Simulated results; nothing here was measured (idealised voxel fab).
The process module presented herein is designated voxel capacitor over wiring.
This is section cut - it's 180 nm across, gridded in 5 nm square cells.
Format of a cross-section: grid, square cells. Given as bands. Order: top down. Band: one or more rows of cells. First you get the band's top height and its bottom height, in nm, and then the materials it's made of, left to right, with each width in nm. If you see a single material with "full width", that one covers the band edge to edge. "blank" is empty space. Height is counted from the level 0, under which the received wafer is composed throughout of one material. The lowest of the bands is not closed at the bottom but continues downward, in the notation "0..down". Read "30 to 40" as a graded width: first number on top, second number at the bottom, same change between each pair of neighbouring rows. Any step labelled "stayed the same" changed none of the cells in the cross-section. Listed in "Unvented voids": every empty space of 8 or more cells without an open way to the top. Form: width x height at distance, the distance being from the left edge, all in nm. Text after the settings on a step's line: the simulator's own remark on that step. Among the settings permitted on a step's line is "overlay nm"; applied to a step with a mask, it specifies the extent to which the mask lay to the right of its planned position, whereas a negative figure signifies a position to the left.

These are the steps we planned for the process:
| 1 | RECEIVE,material Si |
| 2 | CONFORMAL_DEP,material SiO2,thk nm 10 |
| 3 | DIRECTIONAL_DEP,material TiN,thk nm 5 |
| 4 | DIRECTIONAL_DEP,material Ru,thk nm 15 |
| 5 | PATTERN,tone cover,mask id METAL_1,material resist,width nm 25,pitch nm 85,thk nm 20,overlay nm 0 |
| 6 | DIRECTIONAL_ETCH,etch materials Ru,depth nm 15 |
| 7 | DIRECTIONAL_ETCH,etch materials TiN,depth nm 5 |
| 8 | STRIP,etch materials resist |
| 9 | CONFORMAL_DEP,material SiCN,thk nm 5 |
| 10 | FILL_DEP,material SiO2,thk nm 10 |
| 11 | CMP,height nm 30 |
| 12 | CONFORMAL_DEP,material SiCN,thk nm 5 |
| 13 | DIRECTIONAL_DEP,material SiO2,thk nm 15 |
| 14 | DIRECTIONAL_DEP,material aC,thk nm 10 |
| 15 | PATTERN,tone open,mask id PLUG_1,material resist,width nm 15,thk nm 25,overlay nm 0 |
| 16 | DIRECTIONAL_ETCH,etch materials aC,depth nm 10 |
| 17 | STRIP,etch materials resist |
| 18 | DIRECTIONAL_ETCH,etch materials SiO2,depth nm 15 |
| 19 | DIRECTIONAL_ETCH,etch materials SiCN,depth nm 5 |
| 20 | STRIP,etch materials aC |
| 21 | EPI,material Ru,thk nm 10 |
| 22 | EPI,material Ru,thk nm 10 |
| 23 | DIRECTIONAL_DEP,material TiN,thk nm 10 |
| 24 | DIRECTIONAL_DEP,material SiN,thk nm 5 |
| 25 | DIRECTIONAL_DEP,material TiN,thk nm 5 |
| 26 | DIRECTIONAL_DEP,material aC,thk nm 15 |
| 27 | PATTERN,tone cover,mask id UPPER_PLATE,material resist,width nm 65,thk nm 35,overlay nm 0 |
| 28 | DIRECTIONAL_ETCH,etch materials aC,depth nm 15 |
| 29 | STRIP,etch materials resist |
| 30 | DIRECTIONAL_ETCH,etch materials TiN,depth nm 5 |
| 31 | DIRECTIONAL_ETCH,etch materials SiN,depth nm 5 |
| 32 | STRIP,etch materials aC |
| 33 | PATTERN,tone cover,mask id LOWER_PLATE,material resist,width nm 75,thk nm 15,overlay nm 0 |
| 34 | DIRECTIONAL_ETCH,etch materials TiN,depth nm 10 |
| 35 | STRIP,etch materials resist |
| 36 | FILL_DEP,material SiO2,thk nm 15 |
| 37 | CMP,height nm 80 |
| 38 | MASKED_ETCH,tone open,mask id PLUG_2,width nm 15,etch materials SiO2,depth nm 10,overlay nm 0 |
| 39 | CONFORMAL_DEP,material TiN,thk nm 5 |
| 40 | FILL_DEP,material Cu,thk nm 10 |
| 41 | CMP,height nm 80 |
| 42 | CONFORMAL_DEP,material SiN,thk nm 5 |

First of two wafers, with the run carried out as planned:

Wafer at receipt (post step 1), cross-section:
0..down = Si full width
Unvented voids: none

How the wafer stands in section after step 2:
10..0 = SiO2 full width
Below a height of 0, the structure has not been altered.

How the wafer stands in section after step 3:
15..10 = TiN full width
Below a height of 10, the structure has not been altered.

How the wafer stands in section after step 4:
30..15 = Ru full width
Below a height of 15, the structure has not been altered.

How the wafer stands in section after step 5:
50..30 = blank 35 nm; resist 25 nm; blank 60 nm; resist 25 nm; blank 35 nm
Below a height of 30, the structure has not been altered.

How the wafer stands in section after step 6:
50..30 = blank 35 nm; resist 25 nm; blank 60 nm; resist 25 nm; blank 35 nm
30..15 = blank 35 nm; Ru 25 nm; blank 60 nm; Ru 25 nm; blank 35 nm
Below a height of 15, the structure has not been altered.

How the wafer stands in section after step 7:
50..30 = blank 35 nm; resist 25 nm; blank 60 nm; resist 25 nm; blank 35 nm
30..15 = blank 35 nm; Ru 25 nm; blank 60 nm; Ru 25 nm; blank 35 nm
15..10 = blank 35 nm; TiN 25 nm; blank 60 nm; TiN 25 nm; blank 35 nm
Below a height of 10, the structure has not been altered.

How the wafer stands in section after step 8:
30..15 = blank 35 nm; Ru 25 nm; blank 60 nm; Ru 25 nm; blank 35 nm
Below a height of 15, the structure has not been altered.

How the wafer stands in section after step 9:
35..30 = blank 30 nm; SiCN 35 nm; blank 50 nm; SiCN 35 nm; blank 30 nm
30..15 = blank 30 nm; SiCN 5 nm; Ru 25 nm; SiCN 5 nm; blank 50 nm; SiCN 5 nm; Ru 25 nm; SiCN 5 nm; blank 30 nm
15..10 = SiCN 35 nm; TiN 25 nm; SiCN 60 nm; TiN 25 nm; SiCN 35 nm
Below a height of 10, the structure has not been altered.

How the wafer stands in section after step 10:
45..35 = SiO2 full width
35..30 = SiO2 30 nm; SiCN 35 nm; SiO2 50 nm; SiCN 35 nm; SiO2 30 nm
30..15 = SiO2 30 nm; SiCN 5 nm; Ru 25 nm; SiCN 5 nm; SiO2 50 nm; SiCN 5 nm; Ru 25 nm; SiCN 5 nm; SiO2 30 nm
Below a height of 15, the structure has not been altered.

How the wafer stands in section after step 11:
30..15 = SiO2 30 nm; SiCN 5 nm; Ru 25 nm; SiCN 5 nm; SiO2 50 nm; SiCN 5 nm; Ru 25 nm; SiCN 5 nm; SiO2 30 nm
Below a height of 15, the structure has not been altered.

How the wafer stands in section after step 12:
35..30 = SiCN full width
Below a height of 30, the structure has not been altered.

How the wafer stands in section after step 13:
50..35 = SiO2 full width
Below a height of 35, the structure has not been altered.

How the wafer stands in section after step 14:
60..50 = aC full width
Below a height of 50, the structure has not been altered.

How the wafer stands in section after step 15:
85..60 = resist 45 nm; blank 15 nm; resist 120 nm
Below a height of 60, the structure has not been altered.

How the wafer stands in section after step 16:
75..60 = resist 45 nm; blank 15 nm; resist 120 nm
60..50 = aC 45 nm; blank 15 nm; aC 120 nm
Below a height of 50, the structure has not been altered.

How the wafer stands in section after step 17:
60..50 = aC 45 nm; blank 15 nm; aC 120 nm
Below a height of 50, the structure has not been altered.

How the wafer stands in section after step 18:
60..50 = aC 45 nm; blank 15 nm; aC 120 nm
50..35 = SiO2 45 nm; blank 15 nm; SiO2 120 nm
Below a height of 35, the structure has not been altered.

How the wafer stands in section after step 19:
60..50 = aC 45 nm; blank 15 nm; aC 120 nm
50..35 = SiO2 45 nm; blank 15 nm; SiO2 120 nm
35..30 = SiCN 45 nm; blank 15 nm; SiCN 120 nm
Below a height of 30, the structure has not been altered.

How the wafer stands in section after step 20:
50..35 = SiO2 45 nm; blank 15 nm; SiO2 120 nm
Below a height of 35, the structure has not been altered.

How the wafer stands in section after step 21:
50..40 = SiO2 45 nm; blank 15 nm; SiO2 120 nm
40..35 = SiO2 45 nm; Ru 15 nm; SiO2 120 nm
35..30 = SiCN 45 nm; Ru 15 nm; SiCN 120 nm
Below a height of 30, the structure has not been altered.

How the wafer stands in section after step 22:
50..35 = SiO2 45 nm; Ru 15 nm; SiO2 120 nm
Below a height of 35, the structure has not been altered.

How the wafer stands in section after step 23:
60..50 = TiN full width
Below a height of 50, the structure has not been altered.

How the wafer stands in section after step 24:
65..60 = SiN full width
Below a height of 60, the structure has not been altered.

How the wafer stands in section after step 25:
70..65 = TiN full width
Below a height of 65, the structure has not been altered.

How the wafer stands in section after step 26:
85..70 = aC full width
Below a height of 70, the structure has not been altered.

How the wafer stands in section after step 27:
120..85 = blank 45 nm; resist 65 nm; blank 70 nm
Below a height of 85, the structure has not been altered.

How the wafer stands in section after step 28:
105..85 = blank 45 nm; resist 65 nm; blank 70 nm
85..70 = blank 45 nm; aC 65 nm; blank 70 nm
Below a height of 70, the structure has not been altered.

How the wafer stands in section after step 29:
85..70 = blank 45 nm; aC 65 nm; blank 70 nm
Below a height of 70, the structure has not been altered.

How the wafer stands in section after step 30:
85..70 = blank 45 nm; aC 65 nm; blank 70 nm
70..65 = blank 45 nm; TiN 65 nm; blank 70 nm
Below a height of 65, the structure has not been altered.

How the wafer stands in section after step 31:
85..70 = blank 45 nm; aC 65 nm; blank 70 nm
70..65 = blank 45 nm; TiN 65 nm; blank 70 nm
65..60 = blank 45 nm; SiN 65 nm; blank 70 nm
Below a height of 60, the structure has not been altered.

How the wafer stands in section after step 32:
70..65 = blank 45 nm; TiN 65 nm; blank 70 nm
Below a height of 65, the structure has not been altered.

How the wafer stands in section after step 33:
85..70 = blank 40 nm; resist 75 nm; blank 65 nm
70..65 = blank 40 nm; resist 5 nm; TiN 65 nm; resist 5 nm; blank 65 nm
65..60 = blank 40 nm; resist 5 nm; SiN 65 nm; resist 5 nm; blank 65 nm
Below a height of 60, the structure has not been altered.

How the wafer stands in section after step 34:
85..70 = blank 40 nm; resist 75 nm; blank 65 nm
70..65 = blank 40 nm; resist 5 nm; TiN 65 nm; resist 5 nm; blank 65 nm
65..60 = blank 40 nm; resist 5 nm; SiN 65 nm; resist 5 nm; blank 65 nm
60..50 = blank 40 nm; TiN 75 nm; blank 65 nm
Below a height of 50, the structure has not been altered.

How the wafer stands in section after step 35:
70..65 = blank 45 nm; TiN 65 nm; blank 70 nm
65..60 = blank 45 nm; SiN 65 nm; blank 70 nm
Below a height of 60, the structure has not been altered.

How the wafer stands in section after step 36:
85..70 = SiO2 full width
70..65 = SiO2 45 nm; TiN 65 nm; SiO2 70 nm
65..60 = SiO2 45 nm; SiN 65 nm; SiO2 70 nm
60..50 = SiO2 40 nm; TiN 75 nm; SiO2 65 nm
Below a height of 50, the structure has not been altered.

How the wafer stands in section after step 37:
80..70 = SiO2 full width
Below a height of 70, the structure has not been altered.

How the wafer stands in section after step 38:
80..70 = SiO2 55 nm; blank 15 nm; SiO2 110 nm
Below a height of 70, the structure has not been altered.

How the wafer stands in section after step 39:
85..80 = TiN 60 nm; blank 5 nm; TiN 115 nm
80..75 = SiO2 55 nm; TiN 5 nm; blank 5 nm; TiN 5 nm; SiO2 110 nm
75..65 = SiO2 55 to 45 nm; TiN 15 to 65 nm; SiO2 110 to 70 nm
Below a height of 65, the structure has not been altered.

How the wafer stands in section after step 40:
95..85 = Cu full width
85..80 = TiN 60 nm; Cu 5 nm; TiN 115 nm
80..75 = SiO2 55 nm; TiN 5 nm; Cu 5 nm; TiN 5 nm; SiO2 110 nm
Below a height of 75, the structure has not been altered.

How the wafer stands in section after step 41:
80..75 = SiO2 55 nm; TiN 5 nm; Cu 5 nm; TiN 5 nm; SiO2 110 nm
Below a height of 75, the structure has not been altered.

How the wafer stands in section after step 42:
85..80 = SiN full width
Below a height of 80, the structure has not been altered.

The remaining wafer, second of the two, started like the first and was run to the same plan, except that one mistake was made along the way; the two coincide through step 22, inclusive:

Cross-section of the second wafer at the time by which step 23 should have been completed according to the plan:
55..50 = SiN full width
Below a height of 50, the structure has not been altered.

Cross-section of the second wafer at the time by which step 24 should have been completed according to the plan:
65..55 = TiN full width
Below a height of 55, the structure has not been altered.

Cross-section of the second wafer at the time by which step 25 should have been completed according to the plan:
70..55 = TiN full width
Below a height of 55, the structure has not been altered.

Cross-section of the second wafer at the time by which step 26 should have been completed according to the plan:
85..70 = aC full width
Below a height of 70, the structure has not been altered.

Cross-section of the second wafer at the time by which step 27 should have been completed according to the plan:
120..85 = blank 45 nm; resist 65 nm; blank 70 nm
Below a height of 85, the structure has not been altered.

Cross-section of the second wafer at the time by which step 28 should have been completed according to the plan:
105..85 = blank 45 nm; resist 65 nm; blank 70 nm
85..70 = blank 45 nm; aC 65 nm; blank 70 nm
Below a height of 70, the structure has not been altered.

Cross-section of the second wafer at the time by which step 29 should have been completed according to the plan:
85..70 = blank 45 nm; aC 65 nm; blank 70 nm
Below a height of 70, the structure has not been altered.

Cross-section of the second wafer at the time by which step 30 should have been completed according to the plan:
85..70 = blank 45 nm; aC 65 nm; blank 70 nm
70..65 = blank 45 nm; TiN 65 nm; blank 70 nm
Below a height of 65, the structure has not been altered.

Cross-section of the second wafer at the time by which step 31 should have been completed according to the plan: stayed the same

Cross-section of the second wafer at the time by which step 32 should have been completed according to the plan:
70..65 = blank 45 nm; TiN 65 nm; blank 70 nm
Below a height of 65, the structure has not been altered.

Cross-section of the second wafer at the time by which step 33 should have been completed according to the plan:
85..70 = blank 40 nm; resist 75 nm; blank 65 nm
70..65 = blank 40 nm; resist 5 nm; TiN 65 nm; resist 5 nm; blank 65 nm
Below a height of 65, the structure has not been altered.

Cross-section of the second wafer at the time by which step 34 should have been completed according to the plan:
85..70 = blank 40 nm; resist 75 nm; blank 65 nm
70..65 = blank 40 nm; resist 5 nm; TiN 65 nm; resist 5 nm; blank 65 nm
65..55 = blank 40 nm; TiN 75 nm; blank 65 nm
Below a height of 55, the structure has not been altered.

Cross-section of the second wafer at the time by which step 35 should have been completed according to the plan:
70..65 = blank 45 nm; TiN 65 nm; blank 70 nm
Below a height of 65, the structure has not been altered.

Cross-section of the second wafer at the time by which step 36 should have been completed according to the plan:
85..70 = SiO2 full width
70..65 = SiO2 45 nm; TiN 65 nm; SiO2 70 nm
65..55 = SiO2 40 nm; TiN 75 nm; SiO2 65 nm
Below a height of 55, the structure has not been altered.

Cross-section of the second wafer at the time by which step 37 should have been completed according to the plan:
80..70 = SiO2 full width
Below a height of 70, the structure has not been altered.

Cross-section of the second wafer at the time by which step 38 should have been completed according to the plan:
80..70 = SiO2 55 nm; blank 15 nm; SiO2 110 nm
Below a height of 70, the structure has not been altered.

Cross-section of the second wafer at the time by which step 39 should have been completed according to the plan:
85..80 = TiN 60 nm; blank 5 nm; TiN 115 nm
80..75 = SiO2 55 nm; TiN 5 nm; blank 5 nm; TiN 5 nm; SiO2 110 nm
75..65 = SiO2 55 to 45 nm; TiN 15 to 65 nm; SiO2 110 to 70 nm
Below a height of 65, the structure has not been altered.

Cross-section of the second wafer at the time by which step 40 should have been completed according to the plan:
95..85 = Cu full width
85..80 = TiN 60 nm; Cu 5 nm; TiN 115 nm
80..75 = SiO2 55 nm; TiN 5 nm; Cu 5 nm; TiN 5 nm; SiO2 110 nm
Below a height of 75, the structure has not been altered.

Cross-section of the second wafer at the time by which step 41 should have been completed according to the plan:
80..75 = SiO2 55 nm; TiN 5 nm; Cu 5 nm; TiN 5 nm; SiO2 110 nm
Below a height of 75, the structure has not been altered.

Cross-section of the second wafer at the time by which step 42 should have been completed according to the plan:
85..80 = SiN full width
Below a height of 80, the structure has not been altered.
Deviation from plan: order of steps 23 and 24 inverted relative to the plan
Materials where the second wafer ends with more or fewer cells than the first: SiN: 23 more | SiO2: 23 fewer
